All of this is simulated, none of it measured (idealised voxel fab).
process module | voxel tone inversion
cross-section cut | 275 nm wide | cells 5 nm
A cross-section is a grid of square cells, given in bands from the top down. A band is one or more rows of cells.
Each band's line starts with the height of the band's top and of its bottom, in nm. Then come its materials from left to right, each with its width in nm. One material with "throughout" fills the band from edge to edge. "air" is empty space.
Height 0 is the level under which the wafer as received is all one material. The lowest band goes on downwards, as in "0 down".
A width such as "30 to 40" changes by the same amount from each row of cells to the next, from the band's top row to its bottom row.
"no change" after a step means that no cell of the cross-section changed.
closed voids: empty space of 8 cells or more with no open way to the top, each as width x height at its distance from the left edge, in nm
after a step's settings: what the simulator itself notes on the step
overlay nm, on a step with a mask: how far to the right of its planned place the mask lay; to the left if negative
plan
1 op RECEIVE | material Si
2 op CONFORMAL_DEP | material SiN | thk nm 10
3 op DIRECTIONAL_DEP | material polySi | thk nm 20
4 op PATTERN | tone cover | mask id POSTS | material resist | width nm 25 | pitch nm 40 | thk nm 30 | overlay nm 0
5 op DIRECTIONAL_ETCH | etch materials polySi | depth nm 20
6 op STRIP | etch materials resist
7 op FILL_DEP | material lowk | thk nm 5
8 op CMP | height nm 30
9 op STRIP | etch materials polySi
10 op CONFORMAL_DEP | material TiN | thk nm 5
11 op FILL_DEP | material Ru | thk nm 10
12 op CMP | height nm 30
13 op CONFORMAL_DEP | material SiN | thk nm 5
as received, after step 1
  0 down: Si throughout
  closed voids: none
a wafer at the end: this start, this plan, one mistake
  35 to 30: SiN throughout
  30 to 15: Ru 60 | TiN 5 | lowk 25 | TiN 5 | Ru 5 | TiN 5 | lowk 25 | TiN 5 | Ru 5 | TiN 5 | lowk 25 | TiN 5 | Ru 5 | TiN 5 | lowk 25 | TiN 5 | Ru 60
  15 to 10: TiN 65 | lowk 25 | TiN 15 | lowk 25 | TiN 15 | lowk 25 | TiN 15 | lowk 25 | TiN 65
  10 to 0: SiN throughout
  0 down: Si throughout
  closed voids: none
what went wrong: step 4 ran as: op PATTERN | tone open | mask id POSTS | material resist | width nm 25 | pitch nm 40 | thk nm 30 | overlay nm 0
